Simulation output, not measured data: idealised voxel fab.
Presented below is a process module, voxel self aligned vias.
Cross-section cut spans 205 nm and uses square cells 5 nm in size.
The cross-sections in this document take the form of a grid made of square cells. They are written out as bands, in order from top to bottom. Each band consists of one or more rows of cells.
In this notation a band is specified by the heights of its top and bottom, in that order and in nm, after which its materials appear from left to right, each paired with its width in nm. The word "everywhere" attached to a single material means that material fills the band from edge to edge; the word "empty" stands for empty space.
Basically, 0 is our baseline, since under it the wafer straight out of the box is all one material. The bottom band has no lower end and keeps on going down, so it looks like "0 and below".
Width: "30->40" (first number = top row, second number = bottom row, same change from row to row of cells).
Take "remained the same" at face value: in the step it is given for, the cross-section changed in none of its cells.
"Sealed void listing" - sealed voids, min. 8 cells, no opening to top; format: width x height at distance (distance from left edge; nm throughout).
Formally, on a step line, whatever follows the settings is a remark that the simulator itself makes on the step.
overlay nm: mask right of planned place by this much (step with mask). Neg. = left.
The following list gives the planned process steps:
1) RECEIVE, material Si
2) CONFORMAL_DEP, material SiO2, thk nm 15
3) CONFORMAL_DEP, material SiCN, thk nm 5
4) DIRECTIONAL_DEP, material SiO2, thk nm 20
5) PATTERN, tone open, mask id LINES, material resist, width nm 25, pitch nm 60, thk nm 20, overlay nm 0
6) DIRECTIONAL_ETCH, etch materials SiO2, depth nm 20
7) STRIP, etch materials resist
8) CONFORMAL_DEP, material TiN, thk nm 5
9) FILL_DEP, material Ru, thk nm 5
10) CMP, height nm 40
11) SELECTIVE_ETCH, etch materials W Ru TiN, depth nm 5
12) FILL_DEP, material SiN, thk nm 5
13) CMP, height nm 40
14) DIRECTIONAL_DEP, material SiO2, thk nm 15
15) MASKED_ETCH, tone open, mask id VIAS, width nm 45, pitch nm 60, etch materials SiO2, depth nm 15, overlay nm 0
16) MASKED_ETCH, tone open, mask id VIAS, width nm 45, pitch nm 60, etch materials SiN, depth nm 5, overlay nm 0
17) CONFORMAL_DEP, material TiN, thk nm 5
18) FILL_DEP, material W, thk nm 5
19) CMP, height nm 55
20) CONFORMAL_DEP, material SiN, thk nm 5
Delivered wafer in cross-section: state after step 1:
	0 and below | Si everywhere
	Sealed void listing: none
This is how the wafer looks in cross-section once the module is done, given the starting state and plan above and one mistake in carrying the plan out:
	60 down to 55 | SiN everywhere
	55 down to 40 | 20 nm SiO2; 5 nm TiN; 35 nm W; 5 nm TiN; 15 nm SiO2; 5 nm TiN; 35 nm W; 5 nm TiN; 15 nm SiO2; 5 nm TiN; 35 nm W; 5 nm TiN; 20 nm SiO2
	40 down to 35 | 20 nm SiN; 45 nm TiN; 15 nm SiN; 45 nm TiN; 15 nm SiN; 45 nm TiN; 20 nm SiN
	35 down to 20 | 30 nm SiO2; 5 nm TiN; 15 nm Ru; 5 nm TiN; 35 nm SiO2; 5 nm TiN; 15 nm Ru; 5 nm TiN; 35 nm SiO2; 5 nm TiN; 15 nm Ru; 5 nm TiN; 30 nm SiO2
	20 down to 15 | 30 nm SiO2; 25 nm TiN; 35 nm SiO2; 25 nm TiN; 35 nm SiO2; 25 nm TiN; 30 nm SiO2
	15 down to 0 | SiO2 everywhere
	0 and below | Si everywhere
	Sealed void listing: none
In executing the process, a mistake was made relative to the plan: step 3 in the plan did not get run; it was skipped
